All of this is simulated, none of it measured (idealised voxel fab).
process module | voxel transistor to metal
cross-section cut | 155 nm wide | cells 5 nm
A cross-section is a grid of square cells, given in bands from the top down. A band is one or more rows of cells.
Each band's line starts with the height of the band's top and of its bottom, in nm. Then come its materials from left to right, each with its width in nm. One material with "throughout" fills the band from edge to edge. "air" is empty space.
Height 0 is the level under which the wafer as received is all one material. The lowest band goes on downwards, as in "0 down".
A width such as "30 to 40" changes by the same amount from each row of cells to the next, from the band's top row to its bottom row.
"no change" after a step means that no cell of the cross-section changed.
closed voids: empty space of 8 cells or more with no open way to the top, each as width x height at its distance from the left edge, in nm
after a step's settings: what the simulator itself notes on the step
overlay nm, on a step with a mask: how far to the right of its planned place the mask lay; to the left if negative
plan
1 op RECEIVE | material Si
2 op OXIDIZE | depth nm 5
3 op CONFORMAL_DEP | material SiN | thk nm 15
4 op DIRECTIONAL_DEP | material aC | thk nm 15
5 op PATTERN | tone cover | mask id ACTIVE | material resist | width nm 110 | thk nm 35 | overlay nm 0
6 op DIRECTIONAL_ETCH | etch materials aC | depth nm 15
7 op STRIP | etch materials resist
8 op DIRECTIONAL_ETCH | etch materials SiN | depth nm 15
9 op DIRECTIONAL_ETCH | etch materials SiO2 | depth nm 5
10 op DIRECTIONAL_ETCH | etch materials Si | depth nm 35
11 op STRIP | etch materials aC
12 op OXIDIZE | depth nm 5
13 op FILL_DEP | material SiO2 | thk nm 15
14 op CMP | height nm 15
15 op SELECTIVE_ETCH | etch materials SiO2 | depth nm 10
16 op STRIP | etch materials SiN
17 op SELECTIVE_ETCH | etch materials SiO2 | depth nm 5
18 op OXIDIZE | depth nm 5
19 op DIRECTIONAL_DEP | material polySi | thk nm 25
20 op DIRECTIONAL_DEP | material SiCN | thk nm 10
21 op DIRECTIONAL_DEP | material aC | thk nm 10
22 op PATTERN | tone cover | mask id GATE | material resist | width nm 20 | thk nm 25 | overlay nm 0
23 op DIRECTIONAL_ETCH | etch materials aC | depth nm 10
24 op STRIP | etch materials resist
25 op DIRECTIONAL_ETCH | etch materials SiCN | depth nm 20
26 op DIRECTIONAL_ETCH | etch materials polySi | depth nm 35
27 op STRIP | etch materials aC
28 op CONFORMAL_DEP | material SiN | thk nm 5
29 op DIRECTIONAL_ETCH | etch materials SiN | depth nm 5
30 op DIRECTIONAL_ETCH | etch materials SiO2 | depth nm 5
31 op DIRECTIONAL_ETCH | etch materials Si | depth nm 10
32 op EPI | material pSi | thk nm 15
33 op FILL_DEP | material SiO2 | thk nm 10
34 op CMP | height nm 30
35 op DIRECTIONAL_DEP | material SiO2 | thk nm 15
36 op MASKED_ETCH | tone open | mask id CONTACT | width nm 30 | pitch nm 60 | etch materials SiO2 | depth nm 50 | overlay nm 0
37 op CONFORMAL_DEP | material TiN | thk nm 5
38 op FILL_DEP | material Ru | thk nm 10
39 op CMP | height nm 45
40 op CONFORMAL_DEP | material SiCN | thk nm 5
41 op DIRECTIONAL_DEP | material SiO2 | thk nm 25
42 op PATTERN | tone open | mask id METAL_1 | material resist | width nm 20 | pitch nm 70 | thk nm 20 | overlay nm 0
43 op DIRECTIONAL_ETCH | etch materials SiO2 | depth nm 25
44 op DIRECTIONAL_ETCH | etch materials SiCN | depth nm 5
45 op STRIP | etch materials resist
46 op CONFORMAL_DEP | material TiN | thk nm 5
47 op FILL_DEP | material W | thk nm 5
48 op CMP | height nm 75
49 op EPI | material Ru | thk nm 5
50 op FILL_DEP | material SiCN | thk nm 5
first wafer, as planned
as received, after step 1
  0 down: Si throughout
  closed voids: none
after step 2
  0 to -5: SiO2 throughout
  below -5: unchanged
after step 3
  15 to 0: SiN throughout
  below 0: unchanged
after step 4
  30 to 15: aC throughout
  below 15: unchanged
after step 5
  65 to 30: air 20 | resist 110 | air 25
  below 30: unchanged
after step 6
  50 to 30: air 20 | resist 110 | air 25
  30 to 15: air 20 | aC 110 | air 25
  below 15: unchanged
after step 7
  30 to 15: air 20 | aC 110 | air 25
  below 15: unchanged
after step 8
  30 to 15: air 20 | aC 110 | air 25
  15 to 0: air 20 | SiN 110 | air 25
  below 0: unchanged
after step 9
  30 to 15: air 20 | aC 110 | air 25
  15 to 0: air 20 | SiN 110 | air 25
  0 to -5: air 20 | SiO2 110 | air 25
  below -5: unchanged
after step 10
  30 to 15: air 20 | aC 110 | air 25
  15 to 0: air 20 | SiN 110 | air 25
  0 to -5: air 20 | SiO2 110 | air 25
  -5 to -40: air 20 | Si 110 | air 25
  below -40: unchanged
after step 11
  15 to 0: air 20 | SiN 110 | air 25
  below 0: unchanged
after step 12
  15 to 0: air 20 | SiN 110 | air 25
  0 to -5: air 20 | SiO2 110 | air 25
  -5 to -40: air 20 | SiO2 5 | Si 100 | SiO2 5 | air 25
  -40 to -45: SiO2 25 | Si 100 | SiO2 30
  below -45: unchanged
after step 13
  30 to 15: SiO2 throughout
  15 to 0: SiO2 20 | SiN 110 | SiO2 25
  0 to -5: SiO2 throughout
  -5 to -45: SiO2 25 | Si 100 | SiO2 30
  below -45: unchanged
after step 14
  15 to 0: SiO2 20 | SiN 110 | SiO2 25
  below 0: unchanged
after step 15
  15 to 5: air 20 | SiN 110 | air 25
  below 5: unchanged
after step 16
  5 to 0: SiO2 20 | air 110 | SiO2 25
  below 0: unchanged
after step 17
  0 to -5: SiO2 15 | air 120 | SiO2 20
  below -5: unchanged
after step 18
  0 to -5: SiO2 15 | air 120 | SiO2 20
  -5 to -10: SiO2 throughout
  below -10: unchanged
after step 19
  25 to 20: polySi 15 | air 120 | polySi 20
  20 to 0: polySi throughout
  0 to -5: SiO2 15 | polySi 120 | SiO2 20
  below -5: unchanged
after step 20
  35 to 30: SiCN 15 | air 120 | SiCN 20
  30 to 25: SiCN throughout
  25 to 20: polySi 15 | SiCN 120 | polySi 20
  below 20: unchanged
after step 21
  45 to 40: aC 15 | air 120 | aC 20
  40 to 35: aC throughout
  35 to 30: SiCN 15 | aC 120 | SiCN 20
  below 30: unchanged
after step 22
  70 to 45: air 65 | resist 20 | air 70
  45 to 40: aC 15 | air 50 | resist 20 | air 50 | aC 20
  below 40: unchanged
after step 23
  60 to 40: air 65 | resist 20 | air 70
  40 to 35: air 65 | aC 20 | air 70
  35 to 30: SiCN 15 | air 50 | aC 20 | air 50 | SiCN 20
  below 30: unchanged
after step 24
  40 to 35: air 65 | aC 20 | air 70
  below 35: unchanged
after step 25
  40 to 30: air 65 | aC 20 | air 70
  30 to 25: air 65 | SiCN 20 | air 70
  25 to 20: polySi 15 | air 50 | SiCN 20 | air 50 | polySi 20
  below 20: unchanged
after step 26
  40 to 30: air 65 | aC 20 | air 70
  30 to 20: air 65 | SiCN 20 | air 70
  20 to 0: air 65 | polySi 20 | air 70
  0 to -5: SiO2 15 | air 50 | polySi 20 | air 50 | SiO2 20
  below -5: unchanged
after step 27
  30 to 20: air 65 | SiCN 20 | air 70
  below 20: unchanged
after step 28
  35 to 30: air 60 | SiN 30 | air 65
  30 to 20: air 60 | SiN 5 | SiCN 20 | SiN 5 | air 65
  20 to 5: air 60 | SiN 5 | polySi 20 | SiN 5 | air 65
  5 to 0: SiN 20 | air 40 | SiN 5 | polySi 20 | SiN 5 | air 40 | SiN 25
  0 to -5: SiO2 15 | SiN 50 | polySi 20 | SiN 50 | SiO2 20
  below -5: unchanged
after step 29
  30 to 20: air 60 | SiN 5 | SiCN 20 | SiN 5 | air 65
  20 to 0: air 60 | SiN 5 | polySi 20 | SiN 5 | air 65
  0 to -5: SiO2 15 | SiN 5 | air 40 | SiN 5 | polySi 20 | SiN 5 | air 40 | SiN 5 | SiO2 20
  below -5: unchanged
after step 30
  30 to 20: air 60 | SiN 5 | SiCN 20 | SiN 5 | air 65
  20 to 0: air 60 | SiN 5 | polySi 20 | SiN 5 | air 65
  0 to -5: air 15 | SiN 5 | air 40 | SiN 5 | polySi 20 | SiN 5 | air 40 | SiN 5 | air 20
  -5 to -10: SiO2 20 | air 40 | SiO2 30 | air 40 | SiO2 25
  below -10: unchanged
after step 31
  30 to 20: air 60 | SiN 5 | SiCN 20 | SiN 5 | air 65
  20 to 0: air 60 | SiN 5 | polySi 20 | SiN 5 | air 65
  0 to -5: air 15 | SiN 5 | air 40 | SiN 5 | polySi 20 | SiN 5 | air 40 | SiN 5 | air 20
  -5 to -10: SiO2 20 | air 40 | SiO2 30 | air 40 | SiO2 25
  -10 to -20: SiO2 25 | air 35 | Si 30 | air 35 | SiO2 30
  below -20: unchanged
after step 32
  30 to 20: air 60 | SiN 5 | SiCN 20 | SiN 5 | air 65
  20 to 5: air 60 | SiN 5 | polySi 20 | SiN 5 | air 65
  5 to 0: air 45 | pSi 15 | SiN 5 | polySi 20 | SiN 5 | pSi 15 | air 50
  0 to -5: air 15 | SiN 5 | air 25 | pSi 15 | SiN 5 | polySi 20 | SiN 5 | pSi 15 | air 25 | SiN 5 | air 20
  -5 to -10: SiO2 20 | pSi 40 | SiO2 30 | pSi 40 | SiO2 25
  -10 to -20: SiO2 25 | pSi 35 | Si 30 | pSi 35 | SiO2 30
  below -20: unchanged
after step 33
  40 to 30: SiO2 throughout
  30 to 20: SiO2 60 | SiN 5 | SiCN 20 | SiN 5 | SiO2 65
  20 to 5: SiO2 60 | SiN 5 | polySi 20 | SiN 5 | SiO2 65
  5 to 0: SiO2 45 | pSi 15 | SiN 5 | polySi 20 | SiN 5 | pSi 15 | SiO2 50
  0 to -5: SiO2 15 | SiN 5 | SiO2 25 | pSi 15 | SiN 5 | polySi 20 | SiN 5 | pSi 15 | SiO2 25 | SiN 5 | SiO2 20
  below -5: unchanged
after step 34
  30 to 20: SiO2 60 | SiN 5 | SiCN 20 | SiN 5 | SiO2 65
  below 20: unchanged
after step 35
  45 to 30: SiO2 throughout
  below 30: unchanged
after step 36
  45 to 30: SiO2 30 | air 30 | SiO2 30 | air 30 | SiO2 35
  30 to 20: SiO2 30 | air 30 | SiN 5 | SiCN 20 | SiN 5 | air 30 | SiO2 35
  20 to 5: SiO2 30 | air 30 | SiN 5 | polySi 20 | SiN 5 | air 30 | SiO2 35
  5 to 0: SiO2 30 | air 15 | pSi 15 | SiN 5 | polySi 20 | SiN 5 | pSi 15 | air 15 | SiO2 35
  0 to -5: SiO2 15 | SiN 5 | SiO2 10 | air 15 | pSi 15 | SiN 5 | polySi 20 | SiN 5 | pSi 15 | air 15 | SiO2 10 | SiN 5 | SiO2 20
  below -5: unchanged
after step 37
  50 to 45: TiN 35 | air 20 | TiN 40 | air 20 | TiN 40
  45 to 30: SiO2 30 | TiN 5 | air 20 | TiN 5 | SiO2 30 | TiN 5 | air 20 | TiN 5 | SiO2 35
  30 to 20: SiO2 30 | TiN 5 | air 20 | TiN 5 | SiN 5 | SiCN 20 | SiN 5 | TiN 5 | air 20 | TiN 5 | SiO2 35
  20 to 10: SiO2 30 | TiN 5 | air 20 | TiN 5 | SiN 5 | polySi 20 | SiN 5 | TiN 5 | air 20 | TiN 5 | SiO2 35
  10 to 5: SiO2 30 | TiN 5 | air 5 | TiN 20 | SiN 5 | polySi 20 | SiN 5 | TiN 20 | air 5 | TiN 5 | SiO2 35
  5 to 0: SiO2 30 | TiN 5 | air 5 | TiN 5 | pSi 15 | SiN 5 | polySi 20 | SiN 5 | pSi 15 | TiN 5 | air 5 | TiN 5 | SiO2 35
  0 to -5: SiO2 15 | SiN 5 | SiO2 10 | TiN 15 | pSi 15 | SiN 5 | polySi 20 | SiN 5 | pSi 15 | TiN 15 | SiO2 10 | SiN 5 | SiO2 20
  below -5: unchanged
after step 38
  60 to 50: Ru throughout
  50 to 45: TiN 35 | Ru 20 | TiN 40 | Ru 20 | TiN 40
  45 to 30: SiO2 30 | TiN 5 | Ru 20 | TiN 5 | SiO2 30 | TiN 5 | Ru 20 | TiN 5 | SiO2 35
  30 to 20: SiO2 30 | TiN 5 | Ru 20 | TiN 5 | SiN 5 | SiCN 20 | SiN 5 | TiN 5 | Ru 20 | TiN 5 | SiO2 35
  20 to 10: SiO2 30 | TiN 5 | Ru 20 | TiN 5 | SiN 5 | polySi 20 | SiN 5 | TiN 5 | Ru 20 | TiN 5 | SiO2 35
  10 to 5: SiO2 30 | TiN 5 | Ru 5 | TiN 20 | SiN 5 | polySi 20 | SiN 5 | TiN 20 | Ru 5 | TiN 5 | SiO2 35
  5 to 0: SiO2 30 | TiN 5 | Ru 5 | TiN 5 | pSi 15 | SiN 5 | polySi 20 | SiN 5 | pSi 15 | TiN 5 | Ru 5 | TiN 5 | SiO2 35
  below 0: unchanged
after step 39
  45 to 30: SiO2 30 | TiN 5 | Ru 20 | TiN 5 | SiO2 30 | TiN 5 | Ru 20 | TiN 5 | SiO2 35
  below 30: unchanged
after step 40
  50 to 45: SiCN throughout
  below 45: unchanged
after step 41
  75 to 50: SiO2 throughout
  below 50: unchanged
after step 42
  95 to 75: resist 30 | air 20 | resist 50 | air 20 | resist 35
  below 75: unchanged
after step 43
  95 to 75: resist 30 | air 20 | resist 50 | air 20 | resist 35
  75 to 50: SiO2 30 | air 20 | SiO2 50 | air 20 | SiO2 35
  below 50: unchanged
after step 44
  95 to 75: resist 30 | air 20 | resist 50 | air 20 | resist 35
  75 to 50: SiO2 30 | air 20 | SiO2 50 | air 20 | SiO2 35
  50 to 45: SiCN 30 | air 20 | SiCN 50 | air 20 | SiCN 35
  below 45: unchanged
after step 45
  75 to 50: SiO2 30 | air 20 | SiO2 50 | air 20 | SiO2 35
  below 50: unchanged
after step 46
  80 to 75: TiN 35 | air 10 | TiN 60 | air 10 | TiN 40
  75 to 50: SiO2 30 | TiN 5 | air 10 | TiN 5 | SiO2 50 | TiN 5 | air 10 | TiN 5 | SiO2 35
  50 to 45: SiCN 30 | TiN 20 | SiCN 50 | TiN 20 | SiCN 35
  below 45: unchanged
after step 47
  85 to 80: W throughout
  80 to 75: TiN 35 | W 10 | TiN 60 | W 10 | TiN 40
  75 to 50: SiO2 30 | TiN 5 | W 10 | TiN 5 | SiO2 50 | TiN 5 | W 10 | TiN 5 | SiO2 35
  below 50: unchanged
after step 48
  75 to 50: SiO2 30 | TiN 5 | W 10 | TiN 5 | SiO2 50 | TiN 5 | W 10 | TiN 5 | SiO2 35
  below 50: unchanged
after step 49
  80 to 75: air 25 | Ru 30 | air 40 | Ru 30 | air 30
  below 75: unchanged
after step 50
  85 to 80: SiCN throughout
  80 to 75: SiCN 25 | Ru 30 | SiCN 40 | Ru 30 | SiCN 30
  below 75: unchanged
second wafer: like start, like plan, one mistake. Through step 17 it matches the first wafer
when step 18 should have ended
  0 to -5: SiO2 15 | air 120 | SiO2 20
  -5 to -15: SiO2 throughout
  below -15: unchanged
when step 19 should have ended
  25 to 20: polySi 15 | air 120 | polySi 20
  20 to 0: polySi throughout
  0 to -5: SiO2 15 | polySi 120 | SiO2 20
  below -5: unchanged
when step 20 should have ended
  35 to 30: SiCN 15 | air 120 | SiCN 20
  30 to 25: SiCN throughout
  25 to 20: polySi 15 | SiCN 120 | polySi 20
  below 20: unchanged
when step 21 should have ended
  45 to 40: aC 15 | air 120 | aC 20
  40 to 35: aC throughout
  35 to 30: SiCN 15 | aC 120 | SiCN 20
  below 30: unchanged
when step 22 should have ended
  70 to 45: air 65 | resist 20 | air 70
  45 to 40: aC 15 | air 50 | resist 20 | air 50 | aC 20
  below 40: unchanged
when step 23 should have ended
  60 to 40: air 65 | resist 20 | air 70
  40 to 35: air 65 | aC 20 | air 70
  35 to 30: SiCN 15 | air 50 | aC 20 | air 50 | SiCN 20
  below 30: unchanged
when step 24 should have ended
  40 to 35: air 65 | aC 20 | air 70
  below 35: unchanged
when step 25 should have ended
  40 to 30: air 65 | aC 20 | air 70
  30 to 25: air 65 | SiCN 20 | air 70
  25 to 20: polySi 15 | air 50 | SiCN 20 | air 50 | polySi 20
  below 20: unchanged
when step 26 should have ended
  40 to 30: air 65 | aC 20 | air 70
  30 to 20: air 65 | SiCN 20 | air 70
  20 to 0: air 65 | polySi 20 | air 70
  0 to -5: SiO2 15 | air 50 | polySi 20 | air 50 | SiO2 20
  below -5: unchanged
when step 27 should have ended
  30 to 20: air 65 | SiCN 20 | air 70
  below 20: unchanged
when step 28 should have ended
  35 to 30: air 60 | SiN 30 | air 65
  30 to 20: air 60 | SiN 5 | SiCN 20 | SiN 5 | air 65
  20 to 5: air 60 | SiN 5 | polySi 20 | SiN 5 | air 65
  5 to 0: SiN 20 | air 40 | SiN 5 | polySi 20 | SiN 5 | air 40 | SiN 25
  0 to -5: SiO2 15 | SiN 50 | polySi 20 | SiN 50 | SiO2 20
  below -5: unchanged
when step 29 should have ended
  30 to 20: air 60 | SiN 5 | SiCN 20 | SiN 5 | air 65
  20 to 0: air 60 | SiN 5 | polySi 20 | SiN 5 | air 65
  0 to -5: SiO2 15 | SiN 5 | air 40 | SiN 5 | polySi 20 | SiN 5 | air 40 | SiN 5 | SiO2 20
  below -5: unchanged
when step 30 should have ended
  30 to 20: air 60 | SiN 5 | SiCN 20 | SiN 5 | air 65
  20 to 0: air 60 | SiN 5 | polySi 20 | SiN 5 | air 65
  0 to -5: air 15 | SiN 5 | air 40 | SiN 5 | polySi 20 | SiN 5 | air 40 | SiN 5 | air 20
  -5 to -10: SiO2 20 | air 40 | SiO2 30 | air 40 | SiO2 25
  below -10: unchanged
when step 31 should have ended: no change
when step 32 should have ended: no change
when step 33 should have ended
  40 to 30: SiO2 throughout
  30 to 20: SiO2 60 | SiN 5 | SiCN 20 | SiN 5 | SiO2 65
  20 to 0: SiO2 60 | SiN 5 | polySi 20 | SiN 5 | SiO2 65
  0 to -5: SiO2 15 | SiN 5 | SiO2 40 | SiN 5 | polySi 20 | SiN 5 | SiO2 40 | SiN 5 | SiO2 20
  -5 to -15: SiO2 throughout
  below -15: unchanged
when step 34 should have ended
  30 to 20: SiO2 60 | SiN 5 | SiCN 20 | SiN 5 | SiO2 65
  below 20: unchanged
when step 35 should have ended
  45 to 30: SiO2 throughout
  below 30: unchanged
when step 36 should have ended
  45 to 30: SiO2 30 | air 30 | SiO2 30 | air 30 | SiO2 35
  30 to 20: SiO2 30 | air 30 | SiN 5 | SiCN 20 | SiN 5 | air 30 | SiO2 35
  20 to 0: SiO2 30 | air 30 | SiN 5 | polySi 20 | SiN 5 | air 30 | SiO2 35
  0 to -5: SiO2 15 | SiN 5 | SiO2 10 | air 30 | SiN 5 | polySi 20 | SiN 5 | air 30 | SiO2 10 | SiN 5 | SiO2 20
  below -5: unchanged
when step 37 should have ended
  50 to 45: TiN 35 | air 20 | TiN 40 | air 20 | TiN 40
  45 to 30: SiO2 30 | TiN 5 | air 20 | TiN 5 | SiO2 30 | TiN 5 | air 20 | TiN 5 | SiO2 35
  30 to 20: SiO2 30 | TiN 5 | air 20 | TiN 5 | SiN 5 | SiCN 20 | SiN 5 | TiN 5 | air 20 | TiN 5 | SiO2 35
  20 to 0: SiO2 30 | TiN 5 | air 20 | TiN 5 | SiN 5 | polySi 20 | SiN 5 | TiN 5 | air 20 | TiN 5 | SiO2 35
  0 to -5: SiO2 15 | SiN 5 | SiO2 10 | TiN 30 | SiN 5 | polySi 20 | SiN 5 | TiN 30 | SiO2 10 | SiN 5 | SiO2 20
  below -5: unchanged
when step 38 should have ended
  60 to 50: Ru throughout
  50 to 45: TiN 35 | Ru 20 | TiN 40 | Ru 20 | TiN 40
  45 to 30: SiO2 30 | TiN 5 | Ru 20 | TiN 5 | SiO2 30 | TiN 5 | Ru 20 | TiN 5 | SiO2 35
  30 to 20: SiO2 30 | TiN 5 | Ru 20 | TiN 5 | SiN 5 | SiCN 20 | SiN 5 | TiN 5 | Ru 20 | TiN 5 | SiO2 35
  20 to 0: SiO2 30 | TiN 5 | Ru 20 | TiN 5 | SiN 5 | polySi 20 | SiN 5 | TiN 5 | Ru 20 | TiN 5 | SiO2 35
  below 0: unchanged
when step 39 should have ended
  45 to 30: SiO2 30 | TiN 5 | Ru 20 | TiN 5 | SiO2 30 | TiN 5 | Ru 20 | TiN 5 | SiO2 35
  below 30: unchanged
when step 40 should have ended
  50 to 45: SiCN throughout
  below 45: unchanged
when step 41 should have ended
  75 to 50: SiO2 throughout
  below 50: unchanged
when step 42 should have ended
  95 to 75: resist 30 | air 20 | resist 50 | air 20 | resist 35
  below 75: unchanged
when step 43 should have ended
  95 to 75: resist 30 | air 20 | resist 50 | air 20 | resist 35
  75 to 50: SiO2 30 | air 20 | SiO2 50 | air 20 | SiO2 35
  below 50: unchanged
when step 44 should have ended
  95 to 75: resist 30 | air 20 | resist 50 | air 20 | resist 35
  75 to 50: SiO2 30 | air 20 | SiO2 50 | air 20 | SiO2 35
  50 to 45: SiCN 30 | air 20 | SiCN 50 | air 20 | SiCN 35
  below 45: unchanged
when step 45 should have ended
  75 to 50: SiO2 30 | air 20 | SiO2 50 | air 20 | SiO2 35
  below 50: unchanged
when step 46 should have ended
  80 to 75: TiN 35 | air 10 | TiN 60 | air 10 | TiN 40
  75 to 50: SiO2 30 | TiN 5 | air 10 | TiN 5 | SiO2 50 | TiN 5 | air 10 | TiN 5 | SiO2 35
  50 to 45: SiCN 30 | TiN 20 | SiCN 50 | TiN 20 | SiCN 35
  below 45: unchanged
when step 47 should have ended
  85 to 80: W throughout
  80 to 75: TiN 35 | W 10 | TiN 60 | W 10 | TiN 40
  75 to 50: SiO2 30 | TiN 5 | W 10 | TiN 5 | SiO2 50 | TiN 5 | W 10 | TiN 5 | SiO2 35
  below 50: unchanged
when step 48 should have ended
  75 to 50: SiO2 30 | TiN 5 | W 10 | TiN 5 | SiO2 50 | TiN 5 | W 10 | TiN 5 | SiO2 35
  below 50: unchanged
when step 49 should have ended
  80 to 75: air 25 | Ru 30 | air 40 | Ru 30 | air 30
  below 75: unchanged
when step 50 should have ended
  85 to 80: SiCN throughout
  80 to 75: SiCN 25 | Ru 30 | SiCN 40 | Ru 30 | SiCN 30
  below 75: unchanged
what went wrong: step 18 ran as: op OXIDIZE | depth nm 10
at the end the second wafer has, in cells: 12 more of Ru | 8 more of Si | 36 more of SiO2 | 56 fewer of pSi
